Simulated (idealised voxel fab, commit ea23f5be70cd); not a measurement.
process module | voxel double patterning
cross-section cut | 160 nm wide | cells 5 nm
A cross-section is a grid of square cells, given in bands from the top down. A band is one or more rows of cells.
Each band's line starts with the height of the band's top and of its bottom, in nm. Then come its materials from left to right, each with its width in nm. One material with "throughout" fills the band from edge to edge. "air" is empty space.
Height 0 is the level under which the wafer as received is all one material. The lowest band goes on downwards, as in "0 down".
A width such as "30 to 40" changes by the same amount from each row of cells to the next, from the band's top row to its bottom row.
"no change" after a step means that no cell of the cross-section changed.
closed voids: empty space of 8 cells or more with no open way to the top, each as width x height at its distance from the left edge, in nm
after a step's settings: what the simulator itself notes on the step
overlay nm, on a step with a mask: how far to the right of its planned place the mask lay; to the left if negative
plan
1 op RECEIVE | material Si
2 op CONFORMAL_DEP | material SiO2 | thk nm 10
3 op DIRECTIONAL_DEP | material W | thk nm 10
4 op DIRECTIONAL_DEP | material SiCN | thk nm 5
5 op DIRECTIONAL_DEP | material aC | thk nm 15
6 op PATTERN | tone open | mask id FIRST | material resist | width nm 15 | pitch nm 50 | thk nm 30 | overlay nm 0
7 op DIRECTIONAL_ETCH | etch materials aC | depth nm 15
8 op STRIP | etch materials resist
9 op DIRECTIONAL_ETCH | etch materials SiCN | depth nm 5
10 op STRIP | etch materials aC
11 op DIRECTIONAL_DEP | material aC | thk nm 10
12 op PATTERN | tone open | mask id SECOND | material resist | width nm 15 | pitch nm 50 | thk nm 30 | overlay nm 0
13 op DIRECTIONAL_ETCH | etch materials aC | depth nm 10
14 op STRIP | etch materials resist
15 op DIRECTIONAL_ETCH | etch materials SiCN | depth nm 5
16 op STRIP | etch materials aC
17 op DIRECTIONAL_ETCH | etch materials W | depth nm 10
18 op STRIP | etch materials SiCN
as received, after step 1
  0 down: Si throughout
  closed voids: none
first wafer at the end, as planned
  20 to 10: W 20 | air 15 | W 10 | air 15 | W 10 | air 15 | W 10 | air 15 | W 10 | air 15 | W 25
  10 to 0: SiO2 throughout
  0 down: Si throughout
  closed voids: none
second wafer at the end: like start, like plan, one mistake
  20 to 10: air 45 | W 15 | air 35 | W 15 | air 50
  10 to 0: SiO2 throughout
  0 down: Si throughout
  closed voids: none
what went wrong: step 12 ran as: op PATTERN | tone cover | mask id SECOND | material resist | width nm 15 | pitch nm 50 | thk nm 30 | overlay nm 0
at the end the second wafer has, in cells: 22 fewer of W
